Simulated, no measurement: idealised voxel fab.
Name of the process module below: voxel self aligned vias
FYI the section here is cut, 260 nm wide, cells are 5 nm squares.
Reading order for cross-sections: top band down to bottom band. Underlying form: a grid of square cells. Band size: one or more rows of cells. What a band's entry tells you: where the top is and where the bottom is, as heights in nm, and after that what lies inside, material by material from left to right, each with its width in nm. Empty space is written as the word "blank", and a single material marked with the word "full width" occupies the band from edge to edge. Height is counted from the level 0, under which the received wafer is composed throughout of one material. The lowest of the bands is not closed at the bottom but continues downward, in the notation "0 and below". A width such as "30->40" changes by the same amount from each row of cells to the next, from the band's top row to its bottom row. "identical to before" (step): cross-section cells unchanged, all of them. "Listed closed voids" specifies each empty space that is not open to the top and that occupies no fewer than 8 cells, using the form width x height at distance, the distance measured from the left edge and all three quantities in nm. Post-settings text on a step line: simulator's own remark regarding the step. Steps that use a mask can have "overlay nm" on their line. It says how far the mask sat to the right of where it was meant to be. Negative means to the left.
Steps in the process plan:
1) RECEIVE | material Si
2) CONFORMAL_DEP | material SiO2 | thk nm 10
3) CONFORMAL_DEP | material SiCN | thk nm 5
4) DIRECTIONAL_DEP | material lowk | thk nm 30
5) MASKED_ETCH | tone open | mask id LINES | width nm 25 | pitch nm 60 | etch materials lowk | depth nm 30 | overlay nm 0
6) CONFORMAL_DEP | material TiN | thk nm 5
7) FILL_DEP | material Ru | thk nm 10
8) CMP | height nm 45
9) SELECTIVE_ETCH | etch materials W Ru TiN | depth nm 5
10) FILL_DEP | material SiN | thk nm 5
11) CMP | height nm 45
12) DIRECTIONAL_DEP | material lowk | thk nm 15
13) PATTERN | tone open | mask id VIAS | material resist | width nm 35 | pitch nm 60 | thk nm 15 | overlay nm 0
14) DIRECTIONAL_ETCH | etch materials lowk | depth nm 15
15) DIRECTIONAL_ETCH | etch materials SiN | depth nm 5
16) STRIP | etch materials resist
17) CONFORMAL_DEP | material TiN | thk nm 5
18) FILL_DEP | material Cu | thk nm 10
19) CMP | height nm 60
20) CONFORMAL_DEP | material SiCN | thk nm 5
As-received state of the wafer in cross-section, equivalent to post-step 1:
  0 and below = Si full width
  Listed closed voids: none
Post-module cross-section: identical start and plan to those above, one misstep in execution:
  65 down to 60 = SiCN full width
  60 down to 45 = 50 nm lowk, then 5 nm TiN, then 25 nm Cu, then 5 nm TiN, then 25 nm lowk, then 5 nm TiN, then 25 nm Cu, then 5 nm TiN, then 25 nm lowk, then 5 nm TiN, then 25 nm Cu, then 5 nm TiN, then 55 nm lowk
  45 down to 40 = 50 nm SiN, then 35 nm TiN, then 25 nm SiN, then 35 nm TiN, then 25 nm SiN, then 35 nm TiN, then 55 nm SiN
  40 down to 35 = 60 nm TiN, then 15 nm Ru, then 45 nm TiN, then 15 nm Ru, then 45 nm TiN, then 15 nm Ru, then 65 nm TiN
  35 down to 10 = 55 nm lowk, then 5 nm TiN, then 15 nm Ru, then 5 nm TiN, then 35 nm lowk, then 5 nm TiN, then 15 nm Ru, then 5 nm TiN, then 35 nm lowk, then 5 nm TiN, then 15 nm Ru, then 5 nm TiN, then 60 nm lowk
  10 down to 5 = 55 nm lowk, then 25 nm TiN, then 35 nm lowk, then 25 nm TiN, then 35 nm lowk, then 25 nm TiN, then 60 nm lowk
  5 down to 0 = SiCN full width
  0 and below = Si full width
  Listed closed voids: none
what went wrong: it should be noted that step 2 of the plan was omitted and was not performed
